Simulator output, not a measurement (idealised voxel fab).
Process module, titled voxel tone inversion
cross-section cut | 230 nm wide | cells 5 nm
We lay out every cross-section as a grid of square cells and spell it out in bands from the top down, where one band means one or more rows of cells. Within each band entry, the heights of the top and of the bottom of the band appear first, in that order and in nm; the materials of the band then follow from left to right, each with its corresponding width in nm. The designation "throughout" on a single material indicates that it fills the band from edge to edge; the designation "empty" indicates empty space. Counting heights begins at 0, where everything beneath is, in the wafer as received, one material. The lowest band has no bottom; it goes on downwards, as "top 0, no bottom" shows. Width spec "30..40" -> top row of cells at first value, bottom row at second value, equal per-row change in between. "no modification" (step): cross-section cells unchanged, all of them. What "Closed internal voids" gives you is every empty space of 8 cells or more that is cut off from the top. Each appears as width x height at distance, with the distance taken from the left edge and width, height and distance all in nm. Where a step's line continues beyond its settings, the continuation is a remark by the simulator itself on that step. overlay nm: for a step with a mask, the amount by which the mask lay right of where it was planned; a negative amount means left of it.

Listed below are the process steps as planned:
1) RECEIVE with material Si
2) CONFORMAL_DEP with material SiN, thk nm 10
3) DIRECTIONAL_DEP with material polySi, thk nm 20
4) PATTERN with tone cover, mask id POSTS, material resist, width nm 15, pitch nm 40, thk nm 25, overlay nm -15
5) DIRECTIONAL_ETCH with etch materials polySi, depth nm 20
6) STRIP with etch materials resist
7) FILL_DEP with material SiO2, thk nm 5
8) CMP with height nm 30
9) STRIP with etch materials polySi
Among the wafers covered here, the point of difference is the overlay nm at step 4; their starting state is shared, and the plan presents the value of the first wafer.

First wafer as received, after step 1:
    top 0, no bottom | Si throughout
    Closed internal voids: none

So in this table every wafer gets its own row, and what you see is where it stands at the end of the module: for each material, how many cells it picked up (+) or gave up (-) since we received it, and after that its closed voids:
overlay nm -15 | +92 SiN | +148 SiO2 | Closed internal voids: none
overlay nm -10 | +92 SiN | +148 SiO2 | Closed internal voids: none
overlay nm -5 | +92 SiN | +148 SiO2 | Closed internal voids: none
overlay nm 0 | +92 SiN | +148 SiO2 | Closed internal voids: none
overlay nm 5 | +92 SiN | +148 SiO2 | Closed internal voids: none
overlay nm 10 | +92 SiN | +148 SiO2 | Closed internal voids: none
overlay nm 15 | +92 SiN | +148 SiO2 | Closed internal voids: none
